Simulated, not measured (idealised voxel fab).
process module | voxel wiring stack
cross-section cut | 280 nm wide | cells 5 nm
A cross-section is a grid of square cells, given in bands from the top down. A band is one or more rows of cells.
Each band's line starts with the height of the band's top and of its bottom, in nm. Then come its materials from left to right, each with its width in nm. One material with "throughout" fills the band from edge to edge. "air" is empty space.
Height 0 is the level under which the wafer as received is all one material. The lowest band goes on downwards, as in "0 down".
A width such as "30 to 40" changes by the same amount from each row of cells to the next, from the band's top row to its bottom row.
"no change" after a step means that no cell of the cross-section changed.
closed voids: empty space of 8 cells or more with no open way to the top, each as width x height at its distance from the left edge, in nm
after a step's settings: what the simulator itself notes on the step
overlay nm, on a step with a mask: how far to the right of its planned place the mask lay; to the left if negative
Each pair below shows a cross-section before one step and the cross-section after it, down to the lowest band that changed. The line under each pair gives the step between them, with its settings. The pairs can come from different runs of this module on the same starting wafer, so a pair continues from the pair above only where its "before" says so.
before
  125 to 120: TiN throughout
  120 to 100: SiO2 40 | Ru 15 | SiO2 40 | Ru 15 | SiO2 40 | Ru 15 | SiO2 40 | Ru 15 | SiO2 60
  100 to 95: SiCN 40 | Ru 15 | SiCN 40 | Ru 15 | SiCN 40 | Ru 15 | SiCN 40 | Ru 15 | SiCN 60
  95 to 70: lowk 35 | SiCN 5 | W 30 | SiCN 5 | lowk 15 | SiCN 5 | W 30 | SiCN 5 | lowk 15 | SiCN 5 | W 30 | SiCN 5 | lowk 15 | SiCN 5 | W 30 | SiCN 5 | lowk 40
  70 to 65: SiCN 40 | TiN 30 | SiCN 25 | TiN 30 | SiCN 25 | TiN 30 | SiCN 25 | TiN 30 | SiCN 45
  65 to 50: lowk 40 | Ru 15 | lowk 95 | Ru 15 | lowk 115
  50 to 45: SiCN 40 | Ru 15 | SiCN 95 | Ru 15 | SiCN 115
  45 to 40: SiCN 35 | Ru 40 | SiCN 15 | Ru 40 | SiCN 15 | Ru 40 | SiCN 15 | Ru 40 | SiCN 40
  40 to 15: lowk 40 | TiN 5 | Ru 20 | TiN 5 | lowk 25 | TiN 5 | Ru 20 | TiN 5 | lowk 25 | TiN 5 | Ru 20 | TiN 5 | lowk 25 | TiN 5 | Ru 20 | TiN 5 | lowk 45
  15 to 10: SiCN 40 | TiN 30 | SiCN 25 | TiN 30 | SiCN 25 | TiN 30 | SiCN 25 | TiN 30 | SiCN 45
  10 to 0: SiO2 throughout
  0 down: Si throughout
  closed voids: none
after
  150 to 120: TiN throughout
  below 120: unchanged
  closed voids: none
the step between: op DIRECTIONAL_DEP | material TiN | thk nm 25
before: the cross-section after the pair above
after
  150 to 145: air 40 | TiN 30 | air 25 | TiN 30 | air 25 | TiN 30 | air 25 | TiN 30 | air 45
  below 145: unchanged
  closed voids: none
the step between: op MASKED_ETCH | tone cover | mask id METAL_3 | width nm 30 | pitch nm 55 | etch materials TiN | depth nm 5 | overlay nm 0
before: the cross-section after the pair above
after
  155 to 150: lowk throughout
  150 to 145: lowk 40 | TiN 30 | lowk 25 | TiN 30 | lowk 25 | TiN 30 | lowk 25 | TiN 30 | lowk 45
  below 145: unchanged
  closed voids: none
the step between: op FILL_DEP | material lowk | thk nm 5
before: the cross-section after the pair above
after
  150 to 145: lowk 40 | TiN 30 | lowk 25 | TiN 30 | lowk 25 | TiN 30 | lowk 25 | TiN 30 | lowk 45
  below 145: unchanged
  closed voids: none
the step between: op CMP | height nm 150
before: the cross-section after the pair above
after
  155 to 150: SiN throughout
  below 150: unchanged
  closed voids: none
the step between: op CONFORMAL_DEP | material SiN | thk nm 5
before
  120 to 100: SiO2 throughout
  100 to 95: SiCN throughout
  95 to 70: lowk 35 | SiCN 5 | W 30 | SiCN 5 | lowk 15 | SiCN 5 | W 30 | SiCN 5 | lowk 15 | SiCN 5 | W 30 | SiCN 5 | lowk 15 | SiCN 5 | W 30 | SiCN 5 | lowk 40
  70 to 65: SiCN 40 | TiN 30 | SiCN 25 | TiN 30 | SiCN 25 | TiN 30 | SiCN 25 | TiN 30 | SiCN 45
  65 to 50: lowk 40 | Ru 15 | lowk 95 | Ru 15 | lowk 115
  50 to 45: SiCN 40 | Ru 15 | SiCN 95 | Ru 15 | SiCN 115
  45 to 40: SiCN 35 | Ru 40 | SiCN 15 | Ru 40 | SiCN 15 | Ru 40 | SiCN 15 | Ru 40 | SiCN 40
  40 to 15: lowk 40 | TiN 5 | Ru 20 | TiN 5 | lowk 25 | TiN 5 | Ru 20 | TiN 5 | lowk 25 | TiN 5 | Ru 20 | TiN 5 | lowk 25 | TiN 5 | Ru 20 | TiN 5 | lowk 45
  15 to 10: SiCN 40 | TiN 30 | SiCN 25 | TiN 30 | SiCN 25 | TiN 30 | SiCN 25 | TiN 30 | SiCN 45
  10 to 0: SiO2 throughout
  0 down: Si throughout
  closed voids: none
after
  120 to 100: air 40 | SiO2 15 | air 40 | SiO2 15 | air 40 | SiO2 15 | air 40 | SiO2 15 | air 60
  below 100: unchanged
  closed voids: none
the step between: op MASKED_ETCH | tone cover | mask id PLUG_2 | width nm 15 | pitch nm 55 | etch materials SiO2 | depth nm 20 | overlay nm 0
before: the cross-section after the pair above
after
  125 to 120: air 40 | TiN 15 | air 40 | TiN 15 | air 40 | TiN 15 | air 40 | TiN 15 | air 60
  120 to 105: air 40 | SiO2 15 | air 40 | SiO2 15 | air 40 | SiO2 15 | air 40 | SiO2 15 | air 60
  105 to 100: TiN 40 | SiO2 15 | TiN 40 | SiO2 15 | TiN 40 | SiO2 15 | TiN 40 | SiO2 15 | TiN 60
  below 100: unchanged
  closed voids: none
the step between: op DIRECTIONAL_DEP | material TiN | thk nm 5
before: the cross-section after the pair above
after
  150 to 130: air 40 | Ru 15 | air 40 | Ru 15 | air 40 | Ru 15 | air 40 | Ru 15 | air 60
  130 to 125: Ru throughout
  125 to 120: Ru 40 | TiN 15 | Ru 40 | TiN 15 | Ru 40 | TiN 15 | Ru 40 | TiN 15 | Ru 60
  120 to 105: Ru 40 | SiO2 15 | Ru 40 | SiO2 15 | Ru 40 | SiO2 15 | Ru 40 | SiO2 15 | Ru 60
  below 105: unchanged
  closed voids: none
the step between: op DIRECTIONAL_DEP | material Ru | thk nm 25
before: the cross-section after the pair above
after
  150 to 130: air 40 | Ru 15 | air 40 | Ru 15 | air 40 | Ru 15 | air 40 | Ru 15 | air 60
  130 to 125: air 40 | Ru 30 | air 25 | Ru 30 | air 25 | Ru 30 | air 25 | Ru 30 | air 45
  125 to 120: air 40 | TiN 15 | Ru 15 | air 25 | TiN 15 | Ru 15 | air 25 | TiN 15 | Ru 15 | air 25 | TiN 15 | Ru 15 | air 45
  120 to 105: air 40 | SiO2 15 | Ru 15 | air 25 | SiO2 15 | Ru 15 | air 25 | SiO2 15 | Ru 15 | air 25 | SiO2 15 | Ru 15 | air 45
  below 105: unchanged
  closed voids: none
the step between: op MASKED_ETCH | tone cover | mask id METAL_3 | width nm 30 | pitch nm 55 | etch materials Ru | depth nm 25 | overlay nm 0
before: the cross-section after the pair above
after
  150 to 130: air 40 | Ru 15 | air 40 | Ru 15 | air 40 | Ru 15 | air 40 | Ru 15 | air 60
  130 to 125: air 40 | Ru 30 | air 25 | Ru 30 | air 25 | Ru 30 | air 25 | Ru 30 | air 45
  125 to 120: air 40 | TiN 15 | Ru 15 | air 25 | TiN 15 | Ru 15 | air 25 | TiN 15 | Ru 15 | air 25 | TiN 15 | Ru 15 | air 45
  120 to 105: air 40 | SiO2 15 | Ru 15 | air 25 | SiO2 15 | Ru 15 | air 25 | SiO2 15 | Ru 15 | air 25 | SiO2 15 | Ru 15 | air 45
  105 to 100: air 40 | SiO2 15 | TiN 15 | air 25 | SiO2 15 | TiN 15 | air 25 | SiO2 15 | TiN 15 | air 25 | SiO2 15 | TiN 15 | air 45
  below 100: unchanged
  closed voids: none
the step between: op MASKED_ETCH | tone cover | mask id METAL_3 | width nm 30 | pitch nm 55 | etch materials TiN | depth nm 5 | overlay nm 0
before: the cross-section after the pair above
after
  155 to 150: lowk throughout
  150 to 130: lowk 40 | Ru 15 | lowk 40 | Ru 15 | lowk 40 | Ru 15 | lowk 40 | Ru 15 | lowk 60
  130 to 125: lowk 40 | Ru 30 | lowk 25 | Ru 30 | lowk 25 | Ru 30 | lowk 25 | Ru 30 | lowk 45
  125 to 120: lowk 40 | TiN 15 | Ru 15 | lowk 25 | TiN 15 | Ru 15 | lowk 25 | TiN 15 | Ru 15 | lowk 25 | TiN 15 | Ru 15 | lowk 45
  120 to 105: lowk 40 | SiO2 15 | Ru 15 | lowk 25 | SiO2 15 | Ru 15 | lowk 25 | SiO2 15 | Ru 15 | lowk 25 | SiO2 15 | Ru 15 | lowk 45
  105 to 100: lowk 40 | SiO2 15 | TiN 15 | lowk 25 | SiO2 15 | TiN 15 | lowk 25 | SiO2 15 | TiN 15 | lowk 25 | SiO2 15 | TiN 15 | lowk 45
  below 100: unchanged
  closed voids: none
the step between: op FILL_DEP | material lowk | thk nm 5
before: the cross-section after the pair above
after
  150 to 130: lowk 40 | Ru 15 | lowk 40 | Ru 15 | lowk 40 | Ru 15 | lowk 40 | Ru 15 | lowk 60
  below 130: unchanged
  closed voids: none
the step between: op CMP | height nm 150
before: the cross-section after the pair above
after
  155 to 150: SiN throughout
  below 150: unchanged
  closed voids: none
the step between: op CONFORMAL_DEP | material SiN | thk nm 5
